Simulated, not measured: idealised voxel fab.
voxel capacitor over wiring: a process module
Cross-section cut: width 240 nm, square cells of 5 nm.
Just so we're on the same page, the cross-sections are grids of square cells, and they're listed out in bands top to bottom, each band one or more rows deep.
Per band: top height and bottom height in nm, followed by the left-to-right materials and their widths in nm; "edge to edge" marks a single material spanning edge to edge, "blank" marks empty space.
Below 0: as-received wafer, all one material; heights counted from there. Lowest band: no bottom, goes on down, written "top 0, no bottom".
Quick explanation for "30..40": the width changes in equal steps down the rows of cells, from the first number in the band's top row to the second number in its bottom row.
"no change occurred", as given for a step, is the statement that not any cell of the cross-section underwent a change during that step.
Under "Enclosed void listing" you'll find the enclosed gaps, the ones with no way out to the top, that are 8 cells or bigger; each reads width x height at distance, with distance counted from the left edge, everything in nm.
Text after the settings on a step's line: the simulator's own remark on that step.
If you see "overlay nm" on a step's line and that step has a mask, it's telling you how far right of where it was planned the mask ended up; a negative number means it went left instead.
THE FOLLOWING LIST GIVES THE PLANNED PROCESS STEPS
1. RECEIVE | material Si
2. CONFORMAL_DEP | material SiO2 | thk nm 15
3. CONFORMAL_DEP | material SiN | thk nm 5
4. DIRECTIONAL_DEP | material SiO2 | thk nm 15
5. MASKED_ETCH | tone open | mask id METAL_1 | width nm 20 | pitch nm 70 | etch materials SiO2 | depth nm 15 | overlay nm 0
6. MASKED_ETCH | tone open | mask id METAL_1 | width nm 20 | pitch nm 70 | etch materials SiN | depth nm 5 | overlay nm 0
7. CONFORMAL_DEP | material TiN | thk nm 5
8. FILL_DEP | material W | thk nm 5
9. CMP | height nm 35
10. CONFORMAL_DEP | material SiCN | thk nm 5
11. DIRECTIONAL_DEP | material SiO2 | thk nm 10
12. PATTERN | tone open | mask id PLUG_1 | material resist | width nm 15 | thk nm 20 | overlay nm 0
13. DIRECTIONAL_ETCH | etch materials SiO2 | depth nm 10
14. DIRECTIONAL_ETCH | etch materials SiCN | depth nm 5
15. STRIP | etch materials resist
16. CONFORMAL_DEP | material TiN | thk nm 5
17. FILL_DEP | material Cu | thk nm 5
18. CMP | height nm 50
19. DIRECTIONAL_DEP | material TiN | thk nm 5
20. DIRECTIONAL_DEP | material Al2O3 | thk nm 5
21. DIRECTIONAL_DEP | material TiN | thk nm 5
22. MASKED_ETCH | tone cover | mask id UPPER_PLATE | width nm 55 | etch materials TiN | depth nm 5 | overlay nm 0
23. MASKED_ETCH | tone cover | mask id UPPER_PLATE | width nm 55 | etch materials Al2O3 | depth nm 5 | overlay nm 0
24. DIRECTIONAL_DEP | material aC | thk nm 15
25. PATTERN | tone cover | mask id LOWER_PLATE | material resist | width nm 65 | thk nm 35 | overlay nm 0
26. DIRECTIONAL_ETCH | etch materials aC | depth nm 15
27. STRIP | etch materials resist
28. DIRECTIONAL_ETCH | etch materials TiN | depth nm 5
29. STRIP | etch materials aC
30. FILL_DEP | material SiO2 | thk nm 20
31. CMP | height nm 80
32. MASKED_ETCH | tone open | mask id PLUG_2 | width nm 15 | etch materials SiO2 | depth nm 15 | overlay nm 0
33. CONFORMAL_DEP | material TiN | thk nm 5
34. FILL_DEP | material Cu | thk nm 5
35. CMP | height nm 80
36. CONFORMAL_DEP | material SiN | thk nm 5
AS-RECEIVED STATE OF THE WAFER IN CROSS-SECTION, EQUIVALENT TO POST-STEP 1
> top 0, no bottom = Si edge to edge
> Enclosed void listing: none
THE CROSS-SECTION SHOWN CORRESPONDS TO THE WAFER AT THE CONCLUSION OF THE MODULE. THE INITIAL STRUCTURE AND THE PROCESS PLAN ARE THOSE PRESENTED ABOVE; HOWEVER, ONE MISTAKE OCCURRED IN EXECUTING THE PLAN
> top 85, bottom 80 = SiN edge to edge
> top 80, bottom 70 = 90 of SiO2, 5 of TiN, 5 of Cu, 5 of TiN, 135 of SiO2
> top 70, bottom 60 = 90..80 of SiO2, 15..55 of TiN, 135..105 of SiO2
> top 60, bottom 55 = 80 of SiO2, 55 of Al2O3, 105 of SiO2
> top 55, bottom 50 = 80 of SiO2, 65 of TiN, 95 of SiO2
> top 50, bottom 40 = 80 of SiO2, 5 of TiN, 5 of Cu, 5 of TiN, 145 of SiO2
> top 40, bottom 35 = 80 of SiCN, 15 of TiN, 145 of SiCN
> top 35, bottom 20 = 75 of SiO2, 5 of TiN, 10 of W, 5 of TiN, 50 of SiO2, 5 of TiN, 10 of W, 5 of TiN, 75 of SiO2
> top 20, bottom 15 = 75 of SiN, 20 of TiN, 50 of SiN, 20 of TiN, 75 of SiN
> top 15, bottom 0 = SiO2 edge to edge
> top 0, no bottom = Si edge to edge
> Enclosed void listing: none
It is concluded that the wafer was processed incorrectly with respect to the plan, in that the process deviated at step 25: the operation and settings actually run there were PATTERN | tone cover | mask id LOWER_PLATE | material resist | width nm 65 | thk nm 35 | overlay nm 5
